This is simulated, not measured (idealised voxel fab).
The name of this process module is voxel self aligned vias.
Each square cell in cross-section cut measures 5 nm, and the section as a whole is 265 nm wide.
A cross-section in this document is a grid of square cells, and it is written down as bands, the top band listed before the ones below it; a band is made up of one or more rows of cells.
The entry gives the band's vertical extent as a top height and a bottom height in nm, then its horizontal make-up as materials from left to right, each with a width in nm. "empty" stands for empty space; a single material marked "all across" fills the band edge to edge.
Heights are reckoned from 0. Under this level, the received wafer is all of one material. The bottommost band is open-ended downward, for example "0 down".
Read "30 to 40" as a graded width: first number on top, second number at the bottom, same change between each pair of neighbouring rows.
Step marked "no modification"? Then no cell in the cross-section changed in it.
"Closed internal voids" specifies each empty space that is not open to the top and that occupies no fewer than 8 cells, using the form width x height at distance, the distance measured from the left edge and all three quantities in nm.
On a step's line, text after the settings is the simulator commenting on that step.
"overlay nm" answers the question of how far to the right of plan the mask lay on a step that has a mask, and when it is negative the answer is to the left.
# So here's the lineup of process steps we planned
| 1 | RECEIVE,material Si |
| 2 | CONFORMAL_DEP,material SiO2,thk nm 15 |
| 3 | CONFORMAL_DEP,material SiCN,thk nm 5 |
| 4 | DIRECTIONAL_DEP,material lowk,thk nm 30 |
| 5 | PATTERN,tone open,mask id LINES,material resist,width nm 20,pitch nm 65,thk nm 20,overlay nm 0 |
| 6 | DIRECTIONAL_ETCH,etch materials lowk,depth nm 30 |
| 7 | STRIP,etch materials resist |
| 8 | CONFORMAL_DEP,material TiN,thk nm 5 |
| 9 | FILL_DEP,material W,thk nm 5 |
| 10 | CMP,height nm 50 |
| 11 | SELECTIVE_ETCH,etch materials W Ru TiN,depth nm 5 |
| 12 | FILL_DEP,material SiN,thk nm 10 |
| 13 | CMP,height nm 50 |
| 14 | DIRECTIONAL_DEP,material lowk,thk nm 20 |
| 15 | DIRECTIONAL_DEP,material aC,thk nm 10 |
| 16 | PATTERN,tone open,mask id VIAS,material resist,width nm 40,pitch nm 65,thk nm 30,overlay nm 0 |
| 17 | DIRECTIONAL_ETCH,etch materials aC,depth nm 10 |
| 18 | STRIP,etch materials resist |
| 19 | DIRECTIONAL_ETCH,etch materials lowk,depth nm 20 |
| 20 | DIRECTIONAL_ETCH,etch materials SiN,depth nm 5 |
| 21 | STRIP,etch materials aC |
| 22 | CONFORMAL_DEP,material TiN,thk nm 5 |
| 23 | FILL_DEP,material W,thk nm 5 |
| 24 | CMP,height nm 70 |
| 25 | CONFORMAL_DEP,material SiCN,thk nm 5 |
# The cross-section here shows the wafer as received, i.e. in its state after step 1
    0 down  Si all across
    Closed internal voids: none
# Cross-section, end of module. Start: as above. Plan: as above. Execution: one mistake
    75 to 70  SiCN all across
    70 to 65  lowk=80; TiN=15; W=10; TiN=15; lowk=25; TiN=15; W=10; TiN=15; lowk=80
    65 to 50  lowk=80; TiN=40; lowk=25; TiN=40; lowk=80
    50 to 45  lowk=90; TiN=20; lowk=45; TiN=20; lowk=90
    45 to 25  lowk=90; TiN=5; W=10; TiN=5; lowk=45; TiN=5; W=10; TiN=5; lowk=90
    25 to 20  lowk=90; TiN=20; lowk=45; TiN=20; lowk=90
    20 to 15  SiCN all across
    15 to 0  SiO2 all across
    0 down  Si all across
    Closed internal voids: none
Which mistake was made when the wafer was run? contrary to plan, step 22 was performed as CONFORMAL_DEP,material TiN,thk nm 15
